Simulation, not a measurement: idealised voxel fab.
The following process module bears the name voxel ribs on slabs.
255 nm wide, 5 nm square cells: that's cross-section cut.
Each cross-section below is a grid of square cells, stated as bands in top-down order, with one or more rows of cells making up each band. This entry defines a band. It first specifies the height of the band's top and the height of its bottom in nm, and then specifies the band's materials from left to right, stating each material with its width in nm. The word "throughout" identifies a single material that fills the band from edge to edge, while the word "blank" identifies empty space. For the purposes of this specification, 0 denotes the height below which the wafer in its as-received condition is composed wholly of one material, and the lowermost band, lacking a lower limit, extends downward without end, as expressed in "0 and below". Width "30->40": first value at the band's top row of cells, second value at its bottom row, equal change from row to row. "no change occurred" after a step means that no cell of the cross-section changed. The label "Closed internal cavities" introduces a list of the empty spaces, 8 cells or larger, that have no open way up to the top; each entry in it reads width x height at distance, where the distance is taken from the left edge and all three are stated in nm. That trailing text on a step's line, after the settings, is the simulator's own remark on the step. overlay nm: step with mask; distance mask lay right of planned place; negative value = left of planned place.

### Steps planned for the process
1: RECEIVE [material Si]
2: DIRECTIONAL_DEP [material SiO2] [thk nm 20]
3: DIRECTIONAL_DEP [material polySi] [thk nm 15]
4: MASKED_ETCH [tone cover] [mask id RIB] [width nm 20] [etch materials polySi] [depth nm 5] [overlay nm 0]
5: DIRECTIONAL_DEP [material aC] [thk nm 15]
6: PATTERN [tone cover] [mask id SLAB] [material resist] [width nm 70] [thk nm 30] [overlay nm 0]
7: DIRECTIONAL_ETCH [etch materials aC] [depth nm 15]
8: STRIP [etch materials resist]
9: DIRECTIONAL_ETCH [etch materials polySi] [depth nm 10]
10: STRIP [etch materials aC]
11: FILL_DEP [material SiO2] [thk nm 20]
12: CMP [height nm 45]
13: DIRECTIONAL_DEP [material W] [thk nm 5]
14: MASKED_ETCH [tone cover] [mask id HEATER] [width nm 30] [etch materials W] [depth nm 5] [overlay nm 0]
15: CONFORMAL_DEP [material SiN] [thk nm 5]

### Of two wafers, the first: run according to plan

### as received, after step 1
  0 and below  Si throughout
  Closed internal cavities: none

### The wafer, seen in cross-section, after step 2
  20 down to 0  SiO2 throughout
  Lower than 0, everything is as it was.

### The wafer, seen in cross-section, after step 3
  35 down to 20  polySi throughout
  Lower than 20, everything is as it was.

### The wafer, seen in cross-section, after step 4
  35 down to 30  blank=115; polySi=20; blank=120
  Lower than 30, everything is as it was.

### The wafer, seen in cross-section, after step 5
  50 down to 45  blank=115; aC=20; blank=120
  45 down to 35  aC throughout
  35 down to 30  aC=115; polySi=20; aC=120
  Lower than 30, everything is as it was.

### The wafer, seen in cross-section, after step 6
  80 down to 50  blank=90; resist=70; blank=95
  50 down to 45  blank=90; resist=25; aC=20; resist=25; blank=95
  Lower than 45, everything is as it was.

### The wafer, seen in cross-section, after step 7
  65 down to 50  blank=90; resist=70; blank=95
  50 down to 45  blank=90; resist=25; aC=20; resist=25; blank=95
  45 down to 35  blank=90; aC=70; blank=95
  35 down to 30  blank=90; aC=25; polySi=20; aC=25; blank=95
  Lower than 30, everything is as it was.

### The wafer, seen in cross-section, after step 8
  50 down to 45  blank=115; aC=20; blank=120
  Lower than 45, everything is as it was.

### The wafer, seen in cross-section, after step 9
  50 down to 45  blank=115; aC=20; blank=120
  45 down to 35  blank=90; aC=70; blank=95
  35 down to 30  blank=90; aC=25; polySi=20; aC=25; blank=95
  30 down to 20  blank=90; polySi=70; blank=95
  Lower than 20, everything is as it was.

### The wafer, seen in cross-section, after step 10
  35 down to 30  blank=115; polySi=20; blank=120
  Lower than 30, everything is as it was.

### The wafer, seen in cross-section, after step 11
  55 down to 35  SiO2 throughout
  35 down to 30  SiO2=115; polySi=20; SiO2=120
  30 down to 20  SiO2=90; polySi=70; SiO2=95
  Lower than 20, everything is as it was.

### The wafer, seen in cross-section, after step 12
  45 down to 35  SiO2 throughout
  Lower than 35, everything is as it was.

### The wafer, seen in cross-section, after step 13
  50 down to 45  W throughout
  Lower than 45, everything is as it was.

### The wafer, seen in cross-section, after step 14
  50 down to 45  blank=110; W=30; blank=115
  Lower than 45, everything is as it was.

### The wafer, seen in cross-section, after step 15
  55 down to 50  blank=105; SiN=40; blank=110
  50 down to 45  SiN=110; W=30; SiN=115
  Lower than 45, everything is as it was.

### Wafer two of the pair: same origin, same plan, one error during the run; identical to wafer one up to and including step 14

Second wafer at the planned finish of step 15, seen in cross-section: no change occurred
Processing error: it should be noted that step 15 of the plan was omitted and was not performed
At the finish, the second wafer shows more or fewer cells for some materials than the first does: SiN -53
